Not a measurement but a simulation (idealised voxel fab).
process module | voxel capacitor over wiring
cross-section cut | 220 nm wide | cells 5 nm
A cross-section is a grid of square cells, given in bands from the top down. A band is one or more rows of cells.
Each band's line starts with the height of the band's top and of its bottom, in nm. Then come its materials from left to right, each with its width in nm. One material with "throughout" fills the band from edge to edge. "air" is empty space.
Height 0 is the level under which the wafer as received is all one material. The lowest band goes on downwards, as in "0 down".
A width such as "30 to 40" changes by the same amount from each row of cells to the next, from the band's top row to its bottom row.
"no change" after a step means that no cell of the cross-section changed.
closed voids: empty space of 8 cells or more with no open way to the top, each as width x height at its distance from the left edge, in nm
after a step's settings: what the simulator itself notes on the step
overlay nm, on a step with a mask: how far to the right of its planned place the mask lay; to the left if negative
plan
1 op RECEIVE | material Si
2 op CONFORMAL_DEP | material SiO2 | thk nm 10
3 op DIRECTIONAL_DEP | material TiN | thk nm 5
4 op DIRECTIONAL_DEP | material W | thk nm 20
5 op DIRECTIONAL_DEP | material aC | thk nm 10
6 op PATTERN | tone cover | mask id METAL_1 | material resist | width nm 20 | pitch nm 70 | thk nm 30 | overlay nm 0
7 op DIRECTIONAL_ETCH | etch materials aC | depth nm 10
8 op STRIP | etch materials resist
9 op DIRECTIONAL_ETCH | etch materials W | depth nm 20
10 op DIRECTIONAL_ETCH | etch materials TiN | depth nm 5
11 op STRIP | etch materials aC
12 op FILL_DEP | material SiO2 | thk nm 10
13 op CMP | height nm 35
14 op CONFORMAL_DEP | material SiCN | thk nm 5
15 op DIRECTIONAL_DEP | material SiO2 | thk nm 20
16 op PATTERN | tone open | mask id PLUG_1 | material resist | width nm 15 | thk nm 20 | overlay nm 0
17 op DIRECTIONAL_ETCH | etch materials SiO2 | depth nm 20
18 op DIRECTIONAL_ETCH | etch materials SiCN | depth nm 5
19 op STRIP | etch materials resist
20 op CONFORMAL_DEP | material TiN | thk nm 5
21 op FILL_DEP | material Cu | thk nm 5
22 op CMP | height nm 60
23 op DIRECTIONAL_DEP | material TiN | thk nm 10
24 op DIRECTIONAL_DEP | material HfO2 | thk nm 5
25 op DIRECTIONAL_DEP | material TiN | thk nm 5
26 op MASKED_ETCH | tone cover | mask id UPPER_PLATE | width nm 55 | etch materials TiN | depth nm 5 | overlay nm 0
27 op MASKED_ETCH | tone cover | mask id UPPER_PLATE | width nm 55 | etch materials HfO2 | depth nm 5 | overlay nm 0
28 op MASKED_ETCH | tone cover | mask id LOWER_PLATE | width nm 65 | etch materials TiN | depth nm 10 | overlay nm 0
29 op FILL_DEP | material SiO2 | thk nm 20
30 op CMP | height nm 95
31 op PATTERN | tone open | mask id PLUG_2 | material resist | width nm 15 | thk nm 15 | overlay nm 0
32 op DIRECTIONAL_ETCH | etch materials SiO2 | depth nm 15
33 op STRIP | etch materials resist
34 op CONFORMAL_DEP | material TiN | thk nm 5
35 op FILL_DEP | material Cu | thk nm 10
36 op CMP | height nm 95
37 op CONFORMAL_DEP | material SiN | thk nm 5
as received, after step 1
  0 down: Si throughout
  closed voids: none
first wafer at the end, as planned
  100 to 95: SiN throughout
  95 to 85: SiO2 80 | TiN 5 | Cu 5 | TiN 5 | SiO2 125
  85 to 75: SiO2 80 to 70 | TiN 15 to 55 | SiO2 125 to 95
  75 to 70: SiO2 70 | HfO2 55 | SiO2 95
  70 to 60: SiO2 65 | TiN 65 | SiO2 90
  60 to 40: SiO2 70 | TiN 5 | Cu 5 | TiN 5 | SiO2 135
  40 to 35: SiCN 70 | TiN 15 | SiCN 135
  35 to 15: SiO2 65 | W 20 | SiO2 50 | W 20 | SiO2 65
  15 to 10: SiO2 65 | TiN 20 | SiO2 50 | TiN 20 | SiO2 65
  10 to 0: SiO2 throughout
  0 down: Si throughout
  closed voids: none
second wafer at the end: like start, like plan, one mistake
  100 to 95: SiN throughout
  95 to 85: SiO2 80 | TiN 5 | Cu 5 | TiN 5 | SiO2 125
  85 to 75: SiO2 80 to 70 | TiN 15 to 55 | SiO2 125 to 95
  75 to 70: SiO2 70 | HfO2 55 | SiO2 95
  70 to 60: SiO2 65 | TiN 65 | SiO2 90
  60 to 40: SiO2 70 | TiN 5 | Cu 5 | TiN 5 | SiO2 135
  40 to 35: SiCN 70 | TiN 15 | SiCN 135
  35 to 30: SiO2 65 | TiN 20 | SiO2 50 | TiN 20 | SiO2 65
  30 to 10: W throughout
  10 to 0: SiO2 throughout
  0 down: Si throughout
  closed voids: none
what went wrong: steps 3 and 4 were swapped
at the end the second wafer has, in cells: 144 fewer of SiO2 | 144 more of W
